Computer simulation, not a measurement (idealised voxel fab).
Process module under the name voxel lift off
The width of the displayed cross-section, cut, is 275 nm; its cells are square, with a size of 5 nm.
Cross-section spec: square-cell grid; bands listed top down; each band is one or more rows.
Heads up on the band format: heights come first, top then bottom, in nm. After that it's the materials left to right, each with its width in nm. A single material flagged "throughout" fills the whole band edge to edge, and "blank" means there's empty space there.
Height reference: 0 = level under which incoming wafer is all one material. Lowest band: no bottom, runs on downward, e.g. "0 and below".
With a width like "30 to 40", each row of cells in the band differs from the next by the same amount, the top row carrying the first number and the bottom row the second.
You'll sometimes find "same as before" written for a step, and that's the way of saying that nowhere in the cross-section did a cell change during that step.
Heads up: "Sealed cavities" only lists the empty pockets with no open path to the top that are 8 cells or more, and it writes them as width x height at distance, distance from the left edge, in nm.
Past the settings on a step's line: simulator remark, on that step.
"overlay nm", when on a step's line for a step with a mask, measures how far to the right of its planned place the mask lay; a negative measure means to the left.
**The process steps that were planned are listed below**
1 RECEIVE,material Si
2 CONFORMAL_DEP,material Al2O3,thk nm 10
3 PATTERN,tone open,mask id LINES,material resist,width nm 15,pitch nm 45,thk nm 25,overlay nm 0
4 DIRECTIONAL_DEP,material Ru,thk nm 15
5 STRIP,etch materials resist
6 CONFORMAL_DEP,material SiN,thk nm 10
**Wafer at receipt (post step 1), cross-section**
0 and below: Si throughout
Sealed cavities: none
**Here's the wafer cut in cross-section after the module, started and planned just like above, except one thing was done wrong in the run**
35 down to 25: 100 of blank, then 35 of SiN, then 10 of blank, then 35 of SiN, then 95 of blank
25 down to 20: 100 of blank, then 10 of SiN, then 15 of Ru, then 10 of SiN, then 10 of blank, then 10 of SiN, then 15 of Ru, then 10 of SiN, then 95 of blank
20 down to 10: 110 of SiN, then 15 of Ru, then 30 of SiN, then 15 of Ru, then 105 of SiN
10 down to 0: Al2O3 throughout
0 and below: Si throughout
Sealed cavities: none
Diagnosis: step 3 ran differently from the plan; actual operation with settings: PATTERN,tone open,mask id LINES,material resist,width nm 15,pitch nm 45,thk nm 25,overlay nm 5
